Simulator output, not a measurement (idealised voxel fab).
The following process module bears the name voxel gate over fins.
185 nm wide, 5 nm square cells: that's cross-section cut.
This document writes a cross-section as a grid whose cells are square, and gives it as bands, listed from the top down; one or more rows of cells form a band.
Look at the band entry: it leads with the top's height and the bottom's height in nm. Then it lists the materials left to right, with a width in nm for each. The word "everywhere" on a single material says that material fills the band edge to edge. The word "empty" is empty space.
Measure heights from 0. That's the level where, below it, the as-received wafer is all one material. The lowest band is bottomless and extends downward; write it as in "z 0 and below".
Read "30 to 40" as a graded width: first number on top, second number at the bottom, same change between each pair of neighbouring rows.
The cross-section has no changed cell in any step marked "nothing altered".
The label "Voids, sealed" introduces a list of the empty spaces, 8 cells or larger, that have no open way up to the top; each entry in it reads width x height at distance, where the distance is taken from the left edge and all three are stated in nm.
On a step's line, text after the settings is the simulator commenting on that step.
overlay nm: step with mask; distance mask lay right of planned place; negative value = left of planned place.

Planned process steps
step 1: RECEIVE with material Si
step 2: CONFORMAL_DEP with material SiN, thk nm 5
step 3: PATTERN with tone cover, mask id FINS, material resist, width nm 15, pitch nm 35, thk nm 20, overlay nm 0
step 4: DIRECTIONAL_ETCH with etch materials SiN, depth nm 5
step 5: DIRECTIONAL_ETCH with etch materials Si, depth nm 40
step 6: STRIP with etch materials resist
step 7: FILL_DEP with material SiO2, thk nm 10
step 8: CMP with height nm 5
step 9: SELECTIVE_ETCH with etch materials SiO2, depth nm 15
step 10: STRIP with etch materials SiN
step 11: CONFORMAL_DEP with material HfO2, thk nm 5
step 12: CONFORMAL_DEP with material TiN, thk nm 5
step 13: FILL_DEP with material W, thk nm 10
step 14: CMP with height nm 15
step 15: CONFORMAL_DEP with material SiCN, thk nm 10

So this is the incoming wafer in cross-section - it's already been through step 1
- z 0 and below | Si everywhere
- Voids, sealed: none

Look at the cross-section after the module: the wafer started out the way shown above and the plan was the one shown above, yet one mistake was made along the way
- z 25 to 15 | SiCN everywhere
- z 15 to 10 | W everywhere
- z 10 to 5 | 40 of W / 105 of TiN / 40 of W
- z 5 to 0 | 40 of W / 5 of TiN / 25 of HfO2 / 10 of TiN / 25 of HfO2 / 10 of TiN / 25 of HfO2 / 5 of TiN / 40 of W
- z 0 to -30 | 40 of W / 5 of TiN / 5 of HfO2 / 15 of Si / 5 of HfO2 / 10 of TiN / 5 of HfO2 / 15 of Si / 5 of HfO2 / 10 of TiN / 5 of HfO2 / 15 of Si / 5 of HfO2 / 5 of TiN / 40 of W
- z -30 to -35 | 45 of TiN / 5 of HfO2 / 15 of Si / 5 of HfO2 / 10 of TiN / 5 of HfO2 / 15 of Si / 5 of HfO2 / 10 of TiN / 5 of HfO2 / 15 of Si / 5 of HfO2 / 45 of TiN
- z -35 to -40 | 50 of HfO2 / 15 of Si / 20 of HfO2 / 15 of Si / 20 of HfO2 / 15 of Si / 50 of HfO2
- z -40 and below | Si everywhere
- Voids, sealed: none
Here's what went sideways: note that step 7 departed from the planned setting and was carried out as FILL_DEP with material SiN, thk nm 10
